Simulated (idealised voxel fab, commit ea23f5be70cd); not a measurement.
The following is a process module called voxel transistor to metal.
The width of the displayed cross-section, cut, is 285 nm; its cells are square, with a size of 5 nm.
Reading order for cross-sections: top band down to bottom band. Underlying form: a grid of square cells. Band size: one or more rows of cells. The band entry comprises the height of the band's top followed by the height of its bottom, expressed in nm, and subsequently the band's materials from left to right, each stated together with its width in nm. Where a single material is marked with the word "throughout", that material fills the band from edge to edge. The word "air" represents empty space. Heights from 0 (as-received wafer is one material below). Bottom band endless downward, as "from 0 down". Top row gets the first number, bottom row gets the second, and each row in between changes by the same step: that is how a band width like "30->40" works. For the purposes of this document, the phrase "no modifications" attached to a step denotes that no cell within the cross-section was modified by that step. Look at "Enclosed cavity list" for the closed voids: empty spaces with no open path to the top, sized 8 cells or up. Each is width x height at distance, distance from the left edge, all nm. That trailing text on a step's line, after the settings, is the simulator's own remark on the step. The optional step-line setting "overlay nm" applies to steps with a mask and quantifies how far to the right of its planned location the mask lay, a negative value indicating leftward placement. Layout of what follows: cross-section pairs, each bracketing one process step, the after cross-section shown only to the lowest band that changed, the step between and its settings noted under each pair. Pairs may originate in different runs of this module on the same starting wafer; a pair continues from the pair above only where its entry headed "Geometry before processing" says so.

### Geometry before processing
  from 90 to 80: W throughout
  from 80 to 75: TiN=40, then W=5, then TiN=60, then W=5, then TiN=60, then W=5, then TiN=60, then W=5, then TiN=45
  from 75 to 55: lowk=35, then TiN=5, then W=5, then TiN=5, then lowk=50, then TiN=5, then W=5, then TiN=5, then lowk=50, then TiN=5, then W=5, then TiN=5, then lowk=50, then TiN=5, then W=5, then TiN=5, then lowk=40
  from 55 to 50: SiCN=35, then TiN=15, then SiCN=50, then TiN=15, then SiCN=50, then TiN=15, then SiCN=50, then TiN=15, then SiCN=40
  from 50 to 40: SiO2=35, then TiN=5, then Ru=5, then TiN=5, then SiO2=50, then TiN=5, then Ru=5, then TiN=5, then SiO2=50, then TiN=5, then Ru=5, then TiN=5, then SiO2=50, then TiN=5, then Ru=5, then TiN=5, then SiO2=40
  from 40 to 35: SiO2=35, then TiN=15, then SiO2=50, then TiN=15, then SiO2=50, then TiN=15, then SiO2=50, then TiN=15, then SiO2=40
  from 35 to 20: SiO2=35, then TiN=10, then SiN=10, then SiO2=5, then SiCN=30, then SiO2=5, then SiN=10, then TiN=10, then SiO2=50, then TiN=10, then SiN=10, then SiO2=5, then SiCN=30, then SiO2=5, then SiN=10, then TiN=10, then SiO2=40
  from 20 to 0: SiO2=35, then TiN=10, then SiN=10, then SiO2=5, then polySi=30, then SiO2=5, then SiN=10, then TiN=10, then SiO2=50, then TiN=10, then SiN=10, then SiO2=5, then polySi=30, then SiO2=5, then SiN=10, then TiN=10, then SiO2=40
  from 0 to -5: SiO2=25, then SiN=10, then TiN=10, then SiN=10, then SiO2=5, then polySi=30, then SiO2=5, then SiN=10, then TiN=10, then SiN=10, then SiO2=30, then SiN=10, then TiN=10, then SiN=10, then SiO2=5, then polySi=30, then SiO2=5, then SiN=10, then TiN=10, then SiN=10, then SiO2=30
  from -5 to -10: SiO2=35, then pSi=10, then SiO2=60, then pSi=10, then SiO2=50, then pSi=10, then SiO2=60, then pSi=10, then SiO2=40
  from -10 to -35: SiO2=25, then Si=100, then SiO2=30, then Si=100, then SiO2=30
  from -35 down: Si throughout
  Enclosed cavity list: none

### State After Step
  from 75 to 55: lowk=35, then TiN=5, then W=5, then TiN=5, then lowk=50, then TiN=5, then W=5, then TiN=5, then lowk=50, then TiN=5, then W=5, then TiN=5, then lowk=50, then TiN=5, then W=5, then TiN=5, then lowk=40
  Below 55 it's all the same as before, nothing changed down there.
  Enclosed cavity list: none
Processing between the before and after sections above: CMP: height nm 75

Geometry before processing: The prior state of this step coincides with the post-step cross-section of the pair just above.

### State After Step
  from 80 to 75: air=30, then Ru=25, then air=40, then Ru=25, then air=40, then Ru=25, then air=40, then Ru=25, then air=35
  Below 75 it's all the same as before, nothing changed down there.
  Enclosed cavity list: none
Processing between the before and after sections above: EPI: material Ru, thk nm 5

Geometry before processing: The prior state of this step coincides with the post-step cross-section of the pair just above.

### State After Step
  from 85 to 80: SiCN throughout
  from 80 to 75: SiCN=30, then Ru=25, then SiCN=40, then Ru=25, then SiCN=40, then Ru=25, then SiCN=40, then Ru=25, then SiCN=35
  Below 75 it's all the same as before, nothing changed down there.
  Enclosed cavity list: none
Processing between the before and after sections above: FILL_DEP: material SiCN, thk nm 5

### Geometry before processing
  from 75 to 55: lowk throughout
  from 55 to 50: SiCN throughout
  from 50 to 35: SiO2=35, then TiN=5, then Ru=5, then TiN=5, then SiO2=50, then TiN=5, then Ru=5, then TiN=5, then SiO2=50, then TiN=5, then Ru=5, then TiN=5, then SiO2=50, then TiN=5, then Ru=5, then TiN=5, then SiO2=40
  from 35 to 20: SiO2=35, then TiN=5, then Ru=5, then TiN=5, then SiN=10, then SiO2=5, then SiCN=20, then SiO2=5, then SiN=10, then TiN=5, then Ru=5, then TiN=5, then SiO2=50, then TiN=5, then Ru=5, then TiN=5, then SiN=10, then SiO2=5, then SiCN=20, then SiO2=5, then SiN=10, then TiN=5, then Ru=5, then TiN=5, then SiO2=40
  from 20 to 0: SiO2=35, then TiN=5, then Ru=5, then TiN=5, then SiN=10, then SiO2=5, then polySi=20, then SiO2=5, then SiN=10, then TiN=5, then Ru=5, then TiN=5, then SiO2=50, then TiN=5, then Ru=5, then TiN=5, then SiN=10, then SiO2=5, then polySi=20, then SiO2=5, then SiN=10, then TiN=5, then Ru=5, then TiN=5, then SiO2=40
  from 0 to -5: SiO2=25, then SiN=10, then TiN=15, then SiN=10, then SiO2=5, then polySi=20, then SiO2=5, then SiN=10, then TiN=15, then SiN=10, then SiO2=30, then SiN=10, then TiN=15, then SiN=10, then SiO2=5, then polySi=20, then SiO2=5, then SiN=10, then TiN=15, then SiN=10, then SiO2=30
  from -5 to -10: SiO2=35, then pSi=15, then SiO2=50, then pSi=15, then SiO2=50, then pSi=15, then SiO2=50, then pSi=15, then SiO2=40
  from -10 to -35: SiO2=25, then Si=100, then SiO2=30, then Si=100, then SiO2=30
  from -35 down: Si throughout
  Enclosed cavity list: none

### State After Step
  from 90 to 75: resist=45, then air=15, then resist=50, then air=15, then resist=50, then air=15, then resist=50, then air=15, then resist=30
  Below 75 it's all the same as before, nothing changed down there.
  Enclosed cavity list: none
Processing between the before and after sections above: PATTERN: tone open, mask id METAL_1, material resist, width nm 15, pitch nm 65, thk nm 15, overlay nm 10

Geometry before processing: The prior state of this step coincides with the post-step cross-section of the pair just above.

### State After Step
  from 90 to 75: resist=45, then air=15, then resist=50, then air=15, then resist=50, then air=15, then resist=50, then air=15, then resist=30
  from 75 to 55: lowk=45, then air=15, then lowk=50, then air=15, then lowk=50, then air=15, then lowk=50, then air=15, then lowk=30
  Below 55 it's all the same as before, nothing changed down there.
  Enclosed cavity list: none
Processing between the before and after sections above: DIRECTIONAL_ETCH: etch materials lowk, depth nm 20

Geometry before processing: The prior state of this step coincides with the post-step cross-section of the pair just above.

### State After Step
  from 90 to 75: resist=45, then air=15, then resist=50, then air=15, then resist=50, then air=15, then resist=50, then air=15, then resist=30
  from 75 to 55: lowk=45, then air=15, then lowk=50, then air=15, then lowk=50, then air=15, then lowk=50, then air=15, then lowk=30
  from 55 to 50: SiCN=45, then air=15, then SiCN=50, then air=15, then SiCN=50, then air=15, then SiCN=50, then air=15, then SiCN=30
  Below 50 it's all the same as before, nothing changed down there.
  Enclosed cavity list: none
Processing between the before and after sections above: DIRECTIONAL_ETCH: etch materials SiCN, depth nm 5

Geometry before processing: The prior state of this step coincides with the post-step cross-section of the pair just above.

### State After Step
  from 75 to 55: lowk=45, then air=15, then lowk=50, then air=15, then lowk=50, then air=15, then lowk=50, then air=15, then lowk=30
  Below 55 it's all the same as before, nothing changed down there.
  Enclosed cavity list: none
Processing between the before and after sections above: STRIP: etch materials resist

Geometry before processing: The prior state of this step coincides with the post-step cross-section of the pair just above.

### State After Step
  from 80 to 75: TiN=50, then air=5, then TiN=60, then air=5, then TiN=60, then air=5, then TiN=60, then air=5, then TiN=35
  from 75 to 55: lowk=45, then TiN=5, then air=5, then TiN=5, then lowk=50, then TiN=5, then air=5, then TiN=5, then lowk=50, then TiN=5, then air=5, then TiN=5, then lowk=50, then TiN=5, then air=5, then TiN=5, then lowk=30
  from 55 to 50: SiCN=45, then TiN=15, then SiCN=50, then TiN=15, then SiCN=50, then TiN=15, then SiCN=50, then TiN=15, then SiCN=30
  Below 50 it's all the same as before, nothing changed down there.
  Enclosed cavity list: none
Processing between the before and after sections above: CONFORMAL_DEP: material TiN, thk nm 5

Geometry before processing: The prior state of this step coincides with the post-step cross-section of the pair just above.

### State After Step
  from 90 to 80: W throughout
  from 80 to 75: TiN=50, then W=5, then TiN=60, then W=5, then TiN=60, then W=5, then TiN=60, then W=5, then TiN=35
  from 75 to 55: lowk=45, then TiN=5, then W=5, then TiN=5, then lowk=50, then TiN=5, then W=5, then TiN=5, then lowk=50, then TiN=5, then W=5, then TiN=5, then lowk=50, then TiN=5, then W=5, then TiN=5, then lowk=30
  Below 55 it's all the same as before, nothing changed down there.
  Enclosed cavity list: none
Processing between the before and after sections above: FILL_DEP: material W, thk nm 10

Geometry before processing: The prior state of this step coincides with the post-step cross-section of the pair just above.

### State After Step
  from 75 to 55: lowk=45, then TiN=5, then W=5, then TiN=5, then lowk=50, then TiN=5, then W=5, then TiN=5, then lowk=50, then TiN=5, then W=5, then TiN=5, then lowk=50, then TiN=5, then W=5, then TiN=5, then lowk=30
  Below 55 it's all the same as before, nothing changed down there.
  Enclosed cavity list: none
Processing between the before and after sections above: CMP: height nm 75

Geometry before processing: The prior state of this step coincides with the post-step cross-section of the pair just above.

### State After Step
  from 80 to 75: air=40, then Ru=25, then air=40, then Ru=25, then air=40, then Ru=25, then air=40, then Ru=25, then air=25
  Below 75 it's all the same as before, nothing changed down there.
  Enclosed cavity list: none
Processing between the before and after sections above: EPI: material Ru, thk nm 5

Geometry before processing: The prior state of this step coincides with the post-step cross-section of the pair just above.

### State After Step
  from 85 to 80: SiCN throughout
  from 80 to 75: SiCN=40, then Ru=25, then SiCN=40, then Ru=25, then SiCN=40, then Ru=25, then SiCN=40, then Ru=25, then SiCN=25
  Below 75 it's all the same as before, nothing changed down there.
  Enclosed cavity list: none
Processing between the before and after sections above: FILL_DEP: material SiCN, thk nm 5

### Geometry before processing
  from 55 to 50: TiN=40, then air=5, then TiN=60, then air=5, then TiN=60, then air=5, then TiN=60, then air=5, then TiN=45
  from 50 to 35: SiO2=35, then TiN=5, then air=5, then TiN=5, then SiO2=50, then TiN=5, then air=5, then TiN=5, then SiO2=50, then TiN=5, then air=5, then TiN=5, then SiO2=50, then TiN=5, then air=5, then TiN=5, then SiO2=40
  from 35 to 20: SiO2=35, then TiN=5, then air=5, then TiN=5, then SiN=10, then SiO2=5, then SiCN=20, then SiO2=5, then SiN=10, then TiN=5, then air=5, then TiN=5, then SiO2=50, then TiN=5, then air=5, then TiN=5, then SiN=10, then SiO2=5, then SiCN=20, then SiO2=5, then SiN=10, then TiN=5, then air=5, then TiN=5, then SiO2=40
  from 20 to 0: SiO2=35, then TiN=5, then air=5, then TiN=5, then SiN=10, then SiO2=5, then polySi=20, then SiO2=5, then SiN=10, then TiN=5, then air=5, then TiN=5, then SiO2=50, then TiN=5, then air=5, then TiN=5, then SiN=10, then SiO2=5, then polySi=20, then SiO2=5, then SiN=10, then TiN=5, then air=5, then TiN=5, then SiO2=40
  from 0 to -5: SiO2=25, then SiN=10, then TiN=15, then SiN=10, then SiO2=5, then polySi=20, then SiO2=5, then SiN=10, then TiN=15, then SiN=10, then SiO2=30, then SiN=10, then TiN=15, then SiN=10, then SiO2=5, then polySi=20, then SiO2=5, then SiN=10, then TiN=15, then SiN=10, then SiO2=30
  from -5 to -10: SiO2=35, then pSi=15, then SiO2=50, then pSi=15, then SiO2=50, then pSi=15, then SiO2=50, then pSi=15, then SiO2=40
  from -10 to -35: SiO2=25, then Si=100, then SiO2=30, then Si=100, then SiO2=30
  from -35 down: Si throughout
  Enclosed cavity list: none

### State After Step
  from 60 to 55: aC throughout
  from 55 to 50: TiN=40, then aC=5, then TiN=60, then aC=5, then TiN=60, then aC=5, then TiN=60, then aC=5, then TiN=45
  from 50 to 35: SiO2=35, then TiN=5, then aC=5, then TiN=5, then SiO2=50, then TiN=5, then aC=5, then TiN=5, then SiO2=50, then TiN=5, then aC=5, then TiN=5, then SiO2=50, then TiN=5, then aC=5, then TiN=5, then SiO2=40
  from 35 to 20: SiO2=35, then TiN=5, then aC=5, then TiN=5, then SiN=10, then SiO2=5, then SiCN=20, then SiO2=5, then SiN=10, then TiN=5, then aC=5, then TiN=5, then SiO2=50, then TiN=5, then aC=5, then TiN=5, then SiN=10, then SiO2=5, then SiCN=20, then SiO2=5, then SiN=10, then TiN=5, then aC=5, then TiN=5, then SiO2=40
  from 20 to 0: SiO2=35, then TiN=5, then aC=5, then TiN=5, then SiN=10, then SiO2=5, then polySi=20, then SiO2=5, then SiN=10, then TiN=5, then aC=5, then TiN=5, then SiO2=50, then TiN=5, then aC=5, then TiN=5, then SiN=10, then SiO2=5, then polySi=20, then SiO2=5, then SiN=10, then TiN=5, then aC=5, then TiN=5, then SiO2=40
  Below 0 it's all the same as before, nothing changed down there.
  Enclosed cavity list: none
Processing between the before and after sections above: FILL_DEP: material aC, thk nm 5

Geometry before processing: The prior state of this step coincides with the post-step cross-section of the pair just above.

### State After Step
  from 50 to 35: SiO2=35, then TiN=5, then aC=5, then TiN=5, then SiO2=50, then TiN=5, then aC=5, then TiN=5, then SiO2=50, then TiN=5, then aC=5, then TiN=5, then SiO2=50, then TiN=5, then aC=5, then TiN=5, then SiO2=40
  Below 35 it's all the same as before, nothing changed down there.
  Enclosed cavity list: none
Processing between the before and after sections above: CMP: height nm 50

Geometry before processing: The prior state of this step coincides with the post-step cross-section of the pair just above.

### State After Step
  from 55 to 50: SiCN throughout
  Below 50 it's all the same as before, nothing changed down there.
  Enclosed cavity list: none
Processing between the before and after sections above: CONFORMAL_DEP: material SiCN, thk nm 5

Geometry before processing: The prior state of this step coincides with the post-step cross-section of the pair just above.

### State After Step
  from 75 to 55: lowk throughout
  Below 55 it's all the same as before, nothing changed down there.
  Enclosed cavity list: none
Processing between the before and after sections above: DIRECTIONAL_DEP: material lowk, thk nm 20

Geometry before processing: The prior state of this step coincides with the post-step cross-section of the pair just above.

### State After Step
  from 90 to 75: resist=35, then air=15, then resist=50, then air=15, then resist=50, then air=15, then resist=50, then air=15, then resist=40
  Below 75 it's all the same as before, nothing changed down there.
  Enclosed cavity list: none
Processing between the before and after sections above: PATTERN: tone open, mask id METAL_1, material resist, width nm 15, pitch nm 65, thk nm 15, overlay nm 0

Geometry before processing: The prior state of this step coincides with the post-step cross-section of the pair just above.

### State After Step
  from 90 to 75: resist=35, then air=15, then resist=50, then air=15, then resist=50, then air=15, then resist=50, then air=15, then resist=40
  from 75 to 55: lowk=35, then air=15, then lowk=50, then air=15, then lowk=50, then air=15, then lowk=50, then air=15, then lowk=40
  Below 55 it's all the same as before, nothing changed down there.
  Enclosed cavity list: none
Processing between the before and after sections above: DIRECTIONAL_ETCH: etch materials lowk, depth nm 20

Geometry before processing: The prior state of this step coincides with the post-step cross-section of the pair just above.

### State After Step
  from 90 to 75: resist=35, then air=15, then resist=50, then air=15, then resist=50, then air=15, then resist=50, then air=15, then resist=40
  from 75 to 55: lowk=35, then air=15, then lowk=50, then air=15, then lowk=50, then air=15, then lowk=50, then air=15, then lowk=40
  from 55 to 50: SiCN=35, then air=15, then SiCN=50, then air=15, then SiCN=50, then air=15, then SiCN=50, then air=15, then SiCN=40
  Below 50 it's all the same as before, nothing changed down there.
  Enclosed cavity list: none
Processing between the before and after sections above: DIRECTIONAL_ETCH: etch materials SiCN, depth nm 5

Geometry before processing: The prior state of this step coincides with the post-step cross-section of the pair just above.

### State After Step
  from 75 to 55: lowk=35, then air=15, then lowk=50, then air=15, then lowk=50, then air=15, then lowk=50, then air=15, then lowk=40
  Below 55 it's all the same as before, nothing changed down there.
  Enclosed cavity list: none
Processing between the before and after sections above: STRIP: etch materials resist

Geometry before processing: The prior state of this step coincides with the post-step cross-section of the pair just above.

### State After Step
  from 80 to 75: TiN=40, then air=5, then TiN=60, then air=5, then TiN=60, then air=5, then TiN=60, then air=5, then TiN=45
  from 75 to 55: lowk=35, then TiN=5, then air=5, then TiN=5, then lowk=50, then TiN=5, then air=5, then TiN=5, then lowk=50, then TiN=5, then air=5, then TiN=5, then lowk=50, then TiN=5, then air=5, then TiN=5, then lowk=40
  from 55 to 50: SiCN=35, then TiN=15, then SiCN=50, then TiN=15, then SiCN=50, then TiN=15, then SiCN=50, then TiN=15, then SiCN=40
  Below 50 it's all the same as before, nothing changed down there.
  Enclosed cavity list: none
Processing between the before and after sections above: CONFORMAL_DEP: material TiN, thk nm 5

Geometry before processing: The prior state of this step coincides with the post-step cross-section of the pair just above.

### State After Step
  from 90 to 80: W throughout
  from 80 to 75: TiN=40, then W=5, then TiN=60, then W=5, then TiN=60, then W=5, then TiN=60, then W=5, then TiN=45
  from 75 to 55: lowk=35, then TiN=5, then W=5, then TiN=5, then lowk=50, then TiN=5, then W=5, then TiN=5, then lowk=50, then TiN=5, then W=5, then TiN=5, then lowk=50, then TiN=5, then W=5, then TiN=5, then lowk=40
  Below 55 it's all the same as before, nothing changed down there.
  Enclosed cavity list: none
Processing between the before and after sections above: FILL_DEP: material W, thk nm 10

Geometry before processing: The prior state of this step coincides with the post-step cross-section of the pair just above.

### State After Step
  from 75 to 55: lowk=35, then TiN=5, then W=5, then TiN=5, then lowk=50, then TiN=5, then W=5, then TiN=5, then lowk=50, then TiN=5, then W=5, then TiN=5, then lowk=50, then TiN=5, then W=5, then TiN=5, then lowk=40
  Below 55 it's all the same as before, nothing changed down there.
  Enclosed cavity list: none
Processing between the before and after sections above: CMP: height nm 75

Geometry before processing: The prior state of this step coincides with the post-step cross-section of the pair just above.

### State After Step
  from 80 to 75: air=30, then Ru=25, then air=40, then Ru=25, then air=40, then Ru=25, then air=40, then Ru=25, then air=35
  Below 75 it's all the same as before, nothing changed down there.
  Enclosed cavity list: none
Processing between the before and after sections above: EPI: material Ru, thk nm 5

Geometry before processing: The prior state of this step coincides with the post-step cross-section of the pair just above.

### State After Step
  from 85 to 80: SiCN throughout
  from 80 to 75: SiCN=30, then Ru=25, then SiCN=40, then Ru=25, then SiCN=40, then Ru=25, then SiCN=40, then Ru=25, then SiCN=35
  Below 75 it's all the same as before, nothing changed down there.
  Enclosed cavity list: none
Processing between the before and after sections above: FILL_DEP: material SiCN, thk nm 5

### Geometry before processing
  from 55 to 50: aC=20, then air=110, then aC=20, then air=110, then aC=25
  from 50 to 40: aC throughout
  from 40 to 35: SiCN=20, then aC=110, then SiCN=20, then aC=110, then SiCN=25
  from 35 to 25: SiCN throughout
  from 25 to 20: polySi=20, then SiCN=110, then polySi=20, then SiCN=110, then polySi=25
  from 20 to 0: polySi throughout
  from 0 to -5: SiO2=20, then polySi=110, then SiO2=20, then polySi=110, then SiO2=25
  from -5 to -10: SiO2 throughout
  from -10 to -35: SiO2=25, then Si=100, then SiO2=30, then Si=100, then SiO2=30
  from -35 down: Si throughout
  Enclosed cavity list: none

### State After Step
  from 90 to 55: resist=65, then air=20, then resist=110, then air=20, then resist=70
  from 55 to 50: aC=20, then resist=45, then air=20, then resist=45, then aC=20, then resist=45, then air=20, then resist=45, then aC=25
  Below 50 it's all the same as before, nothing changed down there.
  Enclosed cavity list: none
Processing between the before and after sections above: PATTERN: tone open, mask id GATE, material resist, width nm 20, pitch nm 130, thk nm 35, overlay nm 0

Geometry before processing: The prior state of this step coincides with the post-step cross-section of the pair just above.

### State After Step
  from 75 to 55: resist=65, then air=20, then resist=110, then air=20, then resist=70
  from 55 to 50: aC=20, then resist=45, then air=20, then resist=45, then aC=20, then resist=45, then air=20, then resist=45, then aC=25
  from 50 to 40: aC=65, then air=20, then aC=110, then air=20, then aC=70
  from 40 to 35: SiCN=20, then aC=45, then air=20, then aC=45, then SiCN=20, then aC=45, then air=20, then aC=45, then SiCN=25
  Below 35 it's all the same as before, nothing changed down there.
  Enclosed cavity list: none
Processing between the before and after sections above: DIRECTIONAL_ETCH: etch materials aC, depth nm 15

Geometry before processing: The prior state of this step coincides with the post-step cross-section of the pair just above.

### State After Step
  from 55 to 50: aC=20, then air=110, then aC=20, then air=110, then aC=25
  Below 50 it's all the same as before, nothing changed down there.
  Enclosed cavity list: none
Processing between the before and after sections above: STRIP: etch materials resist

Geometry before processing: The prior state of this step coincides with the post-step cross-section of the pair just above.

### State After Step
  from 55 to 50: aC=20, then air=110, then aC=20, then air=110, then aC=25
  from 50 to 40: aC=65, then air=20, then aC=110, then air=20, then aC=70
  from 40 to 35: SiCN=20, then aC=45, then air=20, then aC=45, then SiCN=20, then aC=45, then air=20, then aC=45, then SiCN=25
  from 35 to 25: SiCN=65, then air=20, then SiCN=110, then air=20, then SiCN=70
  from 25 to 20: polySi=20, then SiCN=45, then air=20, then SiCN=45, then polySi=20, then SiCN=45, then air=20, then SiCN=45, then polySi=25
  Below 20 it's all the same as before, nothing changed down there.
  Enclosed cavity list: none
Processing between the before and after sections above: DIRECTIONAL_ETCH: etch materials SiCN, depth nm 25

Geometry before processing: The prior state of this step coincides with the post-step cross-section of the pair just above.

### State After Step
  from 55 to 50: aC=20, then air=110, then aC=20, then air=110, then aC=25
  from 50 to 40: aC=65, then air=20, then aC=110, then air=20, then aC=70
  from 40 to 35: SiCN=20, then aC=45, then air=20, then aC=45, then SiCN=20, then aC=45, then air=20, then aC=45, then SiCN=25
  from 35 to 25: SiCN=65, then air=20, then SiCN=110, then air=20, then SiCN=70
  from 25 to 20: polySi=20, then SiCN=45, then air=20, then SiCN=45, then polySi=20, then SiCN=45, then air=20, then SiCN=45, then polySi=25
  from 20 to 0: polySi=65, then air=20, then polySi=110, then air=20, then polySi=70
  from 0 to -5: SiO2=20, then polySi=45, then air=20, then polySi=45, then SiO2=20, then polySi=45, then air=20, then polySi=45, then SiO2=25
  Below -5 it's all the same as before, nothing changed down there.
  Enclosed cavity list: none
Processing between the before and after sections above: DIRECTIONAL_ETCH: etch materials polySi, depth nm 35

Geometry before processing: The prior state of this step coincides with the post-step cross-section of the pair just above.

### State After Step
  from 40 to 35: SiCN=20, then air=110, then SiCN=20, then air=110, then SiCN=25
  Below 35 it's all the same as before, nothing changed down there.
  Enclosed cavity list: none
Processing between the before and after sections above: STRIP: etch materials aC

Geometry before processing: The prior state of this step coincides with the post-step cross-section of the pair just above.

### State After Step
  from 45 to 40: SiO2=25, then air=100, then SiO2=30, then air=100, then SiO2=30
  from 40 to 35: SiCN=20, then SiO2=50, then air=10, then SiO2=50, then SiCN=20, then SiO2=50, then air=10, then SiO2=50, then SiCN=25
  from 35 to 25: SiCN=65, then SiO2=5, then air=10, then SiO2=5, then SiCN=110, then SiO2=5, then air=10, then SiO2=5, then SiCN=70
  from 25 to 20: polySi=20, then SiCN=45, then SiO2=5, then air=10, then SiO2=5, then SiCN=45, then polySi=20, then SiCN=45, then SiO2=5, then air=10, then SiO2=5, then SiCN=45, then polySi=25
  from 20 to 0: polySi=65, then SiO2=5, then air=10, then SiO2=5, then polySi=110, then SiO2=5, then air=10, then SiO2=5, then polySi=70
  from 0 to -5: SiO2=20, then polySi=45, then SiO2=20, then polySi=45, then SiO2=20, then polySi=45, then SiO2=20, then polySi=45, then SiO2=25
  Below -5 it's all the same as before, nothing changed down there.
  Enclosed cavity list: none
Processing between the before and after sections above: CONFORMAL_DEP: material SiO2, thk nm 5

Geometry before processing: The prior state of this step coincides with the post-step cross-section of the pair just above.

### State After Step
  from 40 to 35: SiCN=20, then SiO2=5, then air=100, then SiO2=5, then SiCN=20, then SiO2=5, then air=100, then SiO2=5, then SiCN=25
  from 35 to 25: SiCN=65, then SiO2=5, then air=10, then SiO2=5, then SiCN=110, then SiO2=5, then air=10, then SiO2=5, then SiCN=70
  from 25 to 20: polySi=20, then SiCN=45, then SiO2=5, then air=10, then SiO2=5, then SiCN=45, then polySi=20, then SiCN=45, then SiO2=5, then air=10, then SiO2=5, then SiCN=45, then polySi=25
  from 20 to 0: polySi=65, then SiO2=5, then air=10, then SiO2=5, then polySi=110, then SiO2=5, then air=10, then SiO2=5, then polySi=70
  from 0 to -5: SiO2=20, then polySi=45, then SiO2=5, then air=10, then SiO2=5, then polySi=45, then SiO2=20, then polySi=45, then SiO2=5, then air=10, then SiO2=5, then polySi=45, then SiO2=25
  Below -5 it's all the same as before, nothing changed down there.
  Enclosed cavity list: none
Processing between the before and after sections above: DIRECTIONAL_ETCH: etch materials SiO2, depth nm 5

Geometry before processing: The prior state of this step coincides with the post-step cross-section of the pair just above.

### State After Step
  from 50 to 45: SiN=35, then air=80, then SiN=50, then air=80, then SiN=40
  from 45 to 40: SiN throughout
  from 40 to 35: SiCN=20, then SiO2=5, then SiN=100, then SiO2=5, then SiCN=20, then SiO2=5, then SiN=100, then SiO2=5, then SiCN=25
  from 35 to 25: SiCN=65, then SiO2=5, then SiN=10, then SiO2=5, then SiCN=110, then SiO2=5, then SiN=10, then SiO2=5, then SiCN=70
  from 25 to 20: polySi=20, then SiCN=45, then SiO2=5, then SiN=10, then SiO2=5, then SiCN=45, then polySi=20, then SiCN=45, then SiO2=5, then SiN=10, then SiO2=5, then SiCN=45, then polySi=25
  from 20 to 0: polySi=65, then SiO2=5, then SiN=10, then SiO2=5, then polySi=110, then SiO2=5, then SiN=10, then SiO2=5, then polySi=70
  from 0 to -5: SiO2=20, then polySi=45, then SiO2=5, then SiN=10, then SiO2=5, then polySi=45, then SiO2=20, then polySi=45, then SiO2=5, then SiN=10, then SiO2=5, then polySi=45, then SiO2=25
  Below -5 it's all the same as before, nothing changed down there.
  Enclosed cavity list: none
Processing between the before and after sections above: CONFORMAL_DEP: material SiN, thk nm 10

Geometry before processing: The prior state of this step coincides with the post-step cross-section of the pair just above.

### State After Step
  from 40 to 35: SiCN=20, then SiO2=5, then SiN=10, then air=80, then SiN=10, then SiO2=5, then SiCN=20, then SiO2=5, then SiN=10, then air=80, then SiN=10, then SiO2=5, then SiCN=25
  Below 35 it's all the same as before, nothing changed down there.
  Enclosed cavity list: none
Processing between the before and after sections above: DIRECTIONAL_ETCH: etch materials SiN, depth nm 10

Geometry before processing: The prior state of this step coincides with the post-step cross-section of the pair just above.

### State After Step
  from 40 to 35: SiCN=20, then air=5, then SiN=10, then air=80, then SiN=10, then air=5, then SiCN=20, then air=5, then SiN=10, then air=80, then SiN=10, then air=5, then SiCN=25
  from 35 to 30: SiCN=65, then air=5, then SiN=10, then air=5, then SiCN=110, then air=5, then SiN=10, then air=5, then SiCN=70
  Below 30 it's all the same as before, nothing changed down there.
  Enclosed cavity list: none
Processing between the before and after sections above: DIRECTIONAL_ETCH: etch materials SiO2, depth nm 5

Geometry before processing: The prior state of this step coincides with the post-step cross-section of the pair just above.

### State After Step
  from 50 to 40: SiO2 throughout
  from 40 to 35: SiCN=20, then SiO2=5, then SiN=10, then SiO2=80, then SiN=10, then SiO2=5, then SiCN=20, then SiO2=5, then SiN=10, then SiO2=80, then SiN=10, then SiO2=5, then SiCN=25
  from 35 to 25: SiCN=65, then SiO2=5, then SiN=10, then SiO2=5, then SiCN=110, then SiO2=5, then SiN=10, then SiO2=5, then SiCN=70
  Below 25 it's all the same as before, nothing changed down there.
  Enclosed cavity list: none
Processing between the before and after sections above: FILL_DEP: material SiO2, thk nm 10

Geometry before processing: The prior state of this step coincides with the post-step cross-section of the pair just above.

### State After Step
  from 35 to 25: SiCN=65, then SiO2=5, then SiN=10, then SiO2=5, then SiCN=110, then SiO2=5, then SiN=10, then SiO2=5, then SiCN=70
  Below 25 it's all the same as before, nothing changed down there.
  Enclosed cavity list: none
Processing between the before and after sections above: CMP: height nm 35

Geometry before processing: The prior state of this step coincides with the post-step cross-section of the pair just above.

### State After Step
  from 50 to 35: SiO2 throughout
  Below 35 it's all the same as before, nothing changed down there.
  Enclosed cavity list: none
Processing between the before and after sections above: DIRECTIONAL_DEP: material SiO2, thk nm 15

Geometry before processing: The prior state of this step coincides with the post-step cross-section of the pair just above.

### State After Step
  from 70 to 50: resist=35, then air=15, then resist=50, then air=15, then resist=50, then air=15, then resist=50, then air=15, then resist=40
  Below 50 it's all the same as before, nothing changed down there.
  Enclosed cavity list: none
Processing between the before and after sections above: PATTERN: tone open, mask id CONTACT, material resist, width nm 15, pitch nm 65, thk nm 20, overlay nm 0

Geometry before processing: The prior state of this step coincides with the post-step cross-section of the pair just above.

### State After Step
  from 70 to 50: resist=35, then air=15, then resist=50, then air=15, then resist=50, then air=15, then resist=50, then air=15, then resist=40
  from 50 to 35: SiO2=35, then air=15, then SiO2=50, then air=15, then SiO2=50, then air=15, then SiO2=50, then air=15, then SiO2=40
  Below 35 it's all the same as before, nothing changed down there.
  Enclosed cavity list: none
Processing between the before and after sections above: DIRECTIONAL_ETCH: etch materials SiO2, depth nm 55

Geometry before processing: The prior state of this step coincides with the post-step cross-section of the pair just above.

### State After Step
  from 50 to 35: SiO2=35, then air=15, then SiO2=50, then air=15, then SiO2=50, then air=15, then SiO2=50, then air=15, then SiO2=40
  Below 35 it's all the same as before, nothing changed down there.
  Enclosed cavity list: none
Processing between the before and after sections above: STRIP: etch materials resist

Geometry before processing: The prior state of this step coincides with the post-step cross-section of the pair just above.

### State After Step
  from 55 to 50: TiN=40, then air=5, then TiN=60, then air=5, then TiN=60, then air=5, then TiN=60, then air=5, then TiN=45
  from 50 to 40: SiO2=35, then TiN=5, then air=5, then TiN=5, then SiO2=50, then TiN=5, then air=5, then TiN=5, then SiO2=50, then TiN=5, then air=5, then TiN=5, then SiO2=50, then TiN=5, then air=5, then TiN=5, then SiO2=40
  from 40 to 35: SiO2=35, then TiN=15, then SiO2=50, then TiN=15, then SiO2=50, then TiN=15, then SiO2=50, then TiN=15, then SiO2=40
  Below 35 it's all the same as before, nothing changed down there.
  Enclosed cavity list: none
Processing between the before and after sections above: CONFORMAL_DEP: material TiN, thk nm 5
